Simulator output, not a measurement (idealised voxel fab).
The process module that follows is named voxel gate over fins.
Displayed cross-section: cut, width of 175 nm, square cells sized 5 nm.
Format of a cross-section: grid, square cells. Given as bands. Order: top down. Band: one or more rows of cells. Heights first: top, then bottom, in nm. Then materials, left to right, each with a width in nm. "everywhere" on a single material: fills the band edge to edge. "air": empty space. Heads up on the height convention: 0 is the point under which the incoming wafer is all one material, and the lowest band has no bottom, it just keeps going down, like "z 0 and below". It should be noted that a width expressed as "30 to 40" varies in equal increments from row to row of cells within the band, taking the value of the first number at the top row and that of the second number at the bottom row. The designation "no alteration", where it is given for a processing step, indicates that no cell of the cross-section was altered in the course of that step. So "Sealed internal voids" is basically the list of trapped voids: any empty space of 8 cells or more that can't reach the top through an opening. They're written width x height at distance, the distance being from the left edge, and it's all nm. Where a step's line continues beyond its settings, the continuation is a remark by the simulator itself on that step. overlay nm: mask offset rightward from planned place, masked step; negative means leftward offset.

**Listed below are the process steps as planned**
1) RECEIVE, material Si
2) CONFORMAL_DEP, material SiN, thk nm 10
3) MASKED_ETCH, tone cover, mask id FINS, width nm 15, pitch nm 45, etch materials SiN, depth nm 10, overlay nm 0
4) MASKED_ETCH, tone cover, mask id FINS, width nm 15, pitch nm 45, etch materials Si, depth nm 30, overlay nm 0
5) OXIDIZE, depth nm 5
6) FILL_DEP, material SiO2, thk nm 5
7) CMP, height nm 10
8) SELECTIVE_ETCH, etch materials SiO2, depth nm 20
9) STRIP, etch materials SiN
10) CONFORMAL_DEP, material HfO2, thk nm 5
11) CONFORMAL_DEP, material TiN, thk nm 5
12) CONFORMAL_DEP, material TiAl, thk nm 5
13) CONFORMAL_DEP, material TiN, thk nm 5
14) FILL_DEP, material W, thk nm 10
15) CMP, height nm 25
16) CONFORMAL_DEP, material SiCN, thk nm 5

**Here's what the wafer looked like in cross-section when it arrived - that's after step 1**
	z 0 and below: Si everywhere
	Sealed internal voids: none

**End-of-module XS, first of two wafers, run as planned**
	z 30 to 25: SiCN everywhere
	z 25 to 20: W everywhere
	z 20 to 15: 20 nm W  135 nm TiN  20 nm W
	z 15 to 10: 20 nm W  5 nm TiN  35 nm TiAl  10 nm TiN  35 nm TiAl  10 nm TiN  35 nm TiAl  5 nm TiN  20 nm W
	z 10 to 5: 25 nm TiN  5 nm TiAl  25 nm TiN  5 nm TiAl  10 nm TiN  5 nm TiAl  25 nm TiN  5 nm TiAl  10 nm TiN  5 nm TiAl  25 nm TiN  5 nm TiAl  25 nm TiN
	z 5 to 0: 30 nm TiAl  5 nm TiN  15 nm HfO2  5 nm TiN  20 nm TiAl  5 nm TiN  15 nm HfO2  5 nm TiN  20 nm TiAl  5 nm TiN  15 nm HfO2  5 nm TiN  30 nm TiAl
	z 0 to -5: 35 nm TiN  5 nm HfO2  5 nm Si  5 nm HfO2  30 nm TiN  5 nm HfO2  5 nm Si  5 nm HfO2  30 nm TiN  5 nm HfO2  5 nm Si  5 nm HfO2  35 nm TiN
	z -5 to -10: 40 nm HfO2  5 nm Si  40 nm HfO2  5 nm Si  40 nm HfO2  5 nm Si  40 nm HfO2
	z -10 to -35: 40 nm SiO2  5 nm Si  40 nm SiO2  5 nm Si  40 nm SiO2  5 nm Si  40 nm SiO2
	z -35 and below: Si everywhere
	Sealed internal voids: none

**This is the second of the two wafers, cross-sectioned at the end of the module; it started exactly like the first and was given the same plan, but it was run with one mistake**
	z 30 to 25: SiCN everywhere
	z 25 to 20: W everywhere
	z 20 to 15: 20 nm W  135 nm TiN  20 nm W
	z 15 to 10: 15 nm W  10 nm TiN  35 nm TiAl  10 nm TiN  35 nm TiAl  10 nm TiN  35 nm TiAl  5 nm TiN  20 nm W
	z 10 to 5: 20 nm TiN  10 nm TiAl  25 nm TiN  5 nm TiAl  5 nm TiN  10 nm TiAl  25 nm TiN  5 nm TiAl  5 nm TiN  10 nm TiAl  25 nm TiN  5 nm TiAl  25 nm TiN
	z 5 to 0: 25 nm TiAl  10 nm TiN  15 nm HfO2  5 nm TiN  15 nm TiAl  10 nm TiN  15 nm HfO2  5 nm TiN  15 nm TiAl  10 nm TiN  15 nm HfO2  5 nm TiN  30 nm TiAl
	z 0 to -5: 30 nm TiN  10 nm HfO2  5 nm Si  5 nm HfO2  25 nm TiN  10 nm HfO2  5 nm Si  5 nm HfO2  25 nm TiN  10 nm HfO2  5 nm Si  5 nm HfO2  35 nm TiN
	z -5 to -10: 35 nm HfO2  10 nm Si  35 nm HfO2  10 nm Si  35 nm HfO2  10 nm Si  40 nm HfO2
	z -10 to -35: 35 nm SiO2  10 nm Si  35 nm SiO2  10 nm Si  35 nm SiO2  10 nm Si  40 nm SiO2
	z -35 and below: Si everywhere
	Sealed internal voids: none
what went wrong: so step 4 ended up running with a different setting than we planned, it ran as MASKED_ETCH, tone cover, mask id FINS, width nm 15, pitch nm 45, etch materials Si, depth nm 30, overlay nm -5
End check, counted in cells, second wafer has more or fewer of these materials than the first: 18 more of Si, 15 fewer of SiO2, 2 fewer of TiN, 1 fewer of W
